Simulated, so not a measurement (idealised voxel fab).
voxel ribs on slabs: a process module
The cross-section on display is named cut; it measures 270 nm wide, and its cells are 5 nm squares.
A cross-section is written here as square cells arranged in a grid, and it is given in bands from the top down, each band taking up one or more rows of cells. Band: top height; bottom height; in nm. Then, left to right: material with width in nm, for each material. "all across": a single material spanning edge to edge. "empty": empty space. We count height from 0. Below that, the starting wafer is all one material. The lowest band never ends at the bottom but goes on down; see "0 and below" for how that is written. Width: "30..40" (first number = top row, second number = bottom row, same change from row to row of cells). Where the words "changes: none" appear for a step, the cross-section shows no cell changed by that step; every cell remained as before. The entry "Trapped void list" lists the empty spaces that cover at least 8 cells and have no open path to the top. Each is written as width x height at distance, where the distance is measured from the left edge and all three values are in nm. It should be noted that, on the line of a given step, the content following the step's settings is a remark produced by the simulator itself with respect to that step. Regarding "overlay nm": on a step with a mask, it is the distance the mask lay to the right of its planned place; a negative value places it to the left.

THIS SECTION LISTS THE PROCESS STEPS THAT WERE PLANNED
- 1: RECEIVE with material Si
- 2: DIRECTIONAL_DEP with material SiO2, thk nm 20
- 3: DIRECTIONAL_DEP with material SiN, thk nm 15
- 4: MASKED_ETCH with tone cover, mask id RIB, width nm 15, etch materials SiN, depth nm 5, overlay nm 0
- 5: DIRECTIONAL_DEP with material aC, thk nm 10
- 6: PATTERN with tone cover, mask id SLAB, material resist, width nm 65, thk nm 30, overlay nm 0
- 7: DIRECTIONAL_ETCH with etch materials aC, depth nm 10
- 8: STRIP with etch materials resist
- 9: DIRECTIONAL_ETCH with etch materials SiN, depth nm 10
- 10: STRIP with etch materials aC
- 11: FILL_DEP with material SiO2, thk nm 20
- 12: CMP with height nm 50
- 13: DIRECTIONAL_DEP with material W, thk nm 5
- 14: PATTERN with tone cover, mask id HEATER, material resist, width nm 25, thk nm 20, overlay nm 0
- 15: DIRECTIONAL_ETCH with etch materials W, depth nm 5
- 16: STRIP with etch materials resist
- 17: CONFORMAL_DEP with material SiO2, thk nm 10

RECEIVED-STATE CROSS-SECTION, REFLECTING COMPLETION OF STEP 1
	0 and below: Si all across
	Trapped void list: none

CROSS-SECTION: FIRST OF TWO WAFERS, MODULE FINISHED, RUN ACCORDING TO PLAN
	65 down to 60: 110 of empty, 45 of SiO2, 115 of empty
	60 down to 55: SiO2 all across
	55 down to 50: 120 of SiO2, 25 of W, 125 of SiO2
	50 down to 35: SiO2 all across
	35 down to 30: 125 of SiO2, 15 of SiN, 130 of SiO2
	30 down to 20: 100 of SiO2, 65 of SiN, 105 of SiO2
	20 down to 0: SiO2 all across
	0 and below: Si all across
	Trapped void list: none

SAME START, SAME PLAN AS THE FIRST WAFER - BUT ONE MISTAKE IN THE RUN. CROSS-SECTION OF THE SECOND OF THE TWO AT THE END OF THE MODULE
	65 down to 60: 110 of empty, 45 of SiO2, 115 of empty
	60 down to 55: SiO2 all across
	55 down to 50: 120 of SiO2, 25 of W, 125 of SiO2
	50 down to 15: SiO2 all across
	15 down to 0: SiN all across
	0 and below: Si all across
	Trapped void list: none
Error vs. plan: mixed up steps 2 and 3 - ran each in the other's place
at the end the second wafer has, in cells: 133 more of SiN | 133 fewer of SiO2
